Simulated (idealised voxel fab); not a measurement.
The process module that follows is named voxel tone inversion.
Section cut is 300 nm wide and gridded with 5 nm square cells.
A cross-section is written here as square cells arranged in a grid, and it is given in bands from the top down, each band taking up one or more rows of cells. Heights first: top, then bottom, in nm. Then materials, left to right, each with a width in nm. "everywhere" on a single material: fills the band edge to edge. "empty": empty space. Heights are reckoned from 0. Under this level, the received wafer is all of one material. The bottommost band is open-ended downward, for example "0 -> down". Quick explanation for "30->40": the width changes in equal steps down the rows of cells, from the first number in the band's top row to the second number in its bottom row. It should be understood that the words "same as before", when stated for a given step, signify that the cross-section underwent no change in any of its cells during that step. "Cavities, sealed" lists enclosed empty spaces (at least 8 cells, no open path upward to the top), each as width x height at distance from the left edge, in nm. Heads up: the bit after the settings on a step's line is the simulator's remark on that step. A step line may carry the setting "overlay nm", which, for steps involving a mask, states the distance by which the mask lay to the right of its intended position; negative values denote displacement to the left.
## The process steps that were planned are listed below
| 1 | RECEIVE [material Si] |
| 2 | CONFORMAL_DEP [material SiN] [thk nm 5] |
| 3 | DIRECTIONAL_DEP [material aC] [thk nm 20] |
| 4 | PATTERN [tone cover] [mask id POSTS] [material resist] [width nm 25] [pitch nm 45] [thk nm 25] [overlay nm 0] |
| 5 | DIRECTIONAL_ETCH [etch materials aC] [depth nm 20] |
| 6 | STRIP [etch materials resist] |
| 7 | FILL_DEP [material SiO2] [thk nm 10] |
| 8 | CMP [height nm 25] |
| 9 | STRIP [etch materials aC] |
## as received, after step 1
    0 -> down  Si everywhere
    Cavities, sealed: none
## first wafer at the end, as planned
    25 -> 5  70 SiO2 / 25 empty / 20 SiO2 / 25 empty / 20 SiO2 / 25 empty / 20 SiO2 / 25 empty / 70 SiO2
    5 -> 0  SiN everywhere
    0 -> down  Si everywhere
    Cavities, sealed: none
## Second wafer of the two, sectioned at the end of the module. It began like the first and followed the same plan, but one mistake was made while running it
    30 -> 25  SiO2 everywhere
    25 -> 5  70 SiO2 / 25 aC / 20 SiO2 / 25 aC / 20 SiO2 / 25 aC / 20 SiO2 / 25 aC / 70 SiO2
    5 -> 0  SiN everywhere
    0 -> down  Si everywhere
    Cavities, sealed: none
Against the plan, the run slipped here: in deviation from the planned setting, step 8 was conducted as CMP [height nm 30]
Looking at both finished wafers in cells, the second ends up ahead of or behind the first on some materials: 60 more of SiO2, 80 more of aC
